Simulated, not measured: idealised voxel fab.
This is a process module. Its name is voxel ribs on slabs.
Pictured: cross-section cut, 200 nm wide, on a grid of 5 nm square cells.
Heads up, the way a cross-section reads in here is a grid of square cells, handed over as bands from the top down, with every band being one or more rows of cells.
Within each band entry, the heights of the top and of the bottom of the band appear first, in that order and in nm; the materials of the band then follow from left to right, each with its corresponding width in nm. The designation "full width" on a single material indicates that it fills the band from edge to edge; the designation "air" indicates empty space.
Height reference: 0 = level under which incoming wafer is all one material. Lowest band: no bottom, runs on downward, e.g. "z 0 and below".
A width given as "30 to 40" starts at the first number in the band's top row and ends at the second number in its bottom row, shifting by an equal amount at every step from row to row.
It should be understood that the words "no alterations made", when stated for a given step, signify that the cross-section underwent no change in any of its cells during that step.
In the "Cavities, closed" entry, you get each enclosed empty space of 8 cells or more, one with no open way to the top, written width x height at distance, distance from the left edge, in nm.
Heads up: the bit after the settings on a step's line is the simulator's remark on that step.
"overlay nm" on a masked step: distance the mask lay right of its planned place, negative for left.

### Intended process steps
step 1: RECEIVE [material Si]
step 2: DIRECTIONAL_DEP [material SiO2] [thk nm 30]
step 3: DIRECTIONAL_DEP [material SiN] [thk nm 25]
step 4: MASKED_ETCH [tone cover] [mask id RIB] [width nm 20] [etch materials SiN] [depth nm 5] [overlay nm 0]
step 5: PATTERN [tone cover] [mask id SLAB] [material resist] [width nm 80] [thk nm 20] [overlay nm 0]
step 6: DIRECTIONAL_ETCH [etch materials SiN] [depth nm 20]
step 7: STRIP [etch materials resist]
step 8: FILL_DEP [material SiO2] [thk nm 15]
step 9: CMP [height nm 65]
step 10: DIRECTIONAL_DEP [material TiN] [thk nm 10]
step 11: MASKED_ETCH [tone cover] [mask id HEATER] [width nm 30] [etch materials TiN] [depth nm 10] [overlay nm 0]
step 12: CONFORMAL_DEP [material SiN] [thk nm 10]

### As-received wafer cross-section (after step 1)
z 0 and below  Si full width
Cavities, closed: none

### End-of-module XS, first of two wafers, run as planned
z 85 to 75  air 75  SiN 50  air 75
z 75 to 65  SiN 85  TiN 30  SiN 85
z 65 to 55  SiO2 full width
z 55 to 50  SiO2 90  SiN 20  SiO2 90
z 50 to 30  SiO2 60  SiN 80  SiO2 60
z 30 to 0  SiO2 full width
z 0 and below  Si full width
Cavities, closed: none

### Module end: cross-section of wafer two of two. Same start and process plan as the first wafer. One mistake during execution
z 85 to 75  air 75  SiN 50  air 75
z 75 to 65  SiN 85  TiN 30  SiN 85
z 65 to 55  SiO2 full width
z 55 to 50  SiO2 60  SiN 30  SiO2 20  SiN 30  SiO2 60
z 50 to 35  SiO2 60  SiN 80  SiO2 60
z 35 to 30  SiN full width
z 30 to 0  SiO2 full width
z 0 and below  Si full width
Cavities, closed: none
It is concluded that the wafer was processed incorrectly with respect to the plan, in that in deviation from the planned setting, step 4 was conducted as MASKED_ETCH [tone open] [mask id RIB] [width nm 20] [etch materials SiN] [depth nm 5] [overlay nm 0]
Final difference in cells, second wafer against first, listed per material as more or fewer: 32 more of SiN, 32 fewer of SiO2
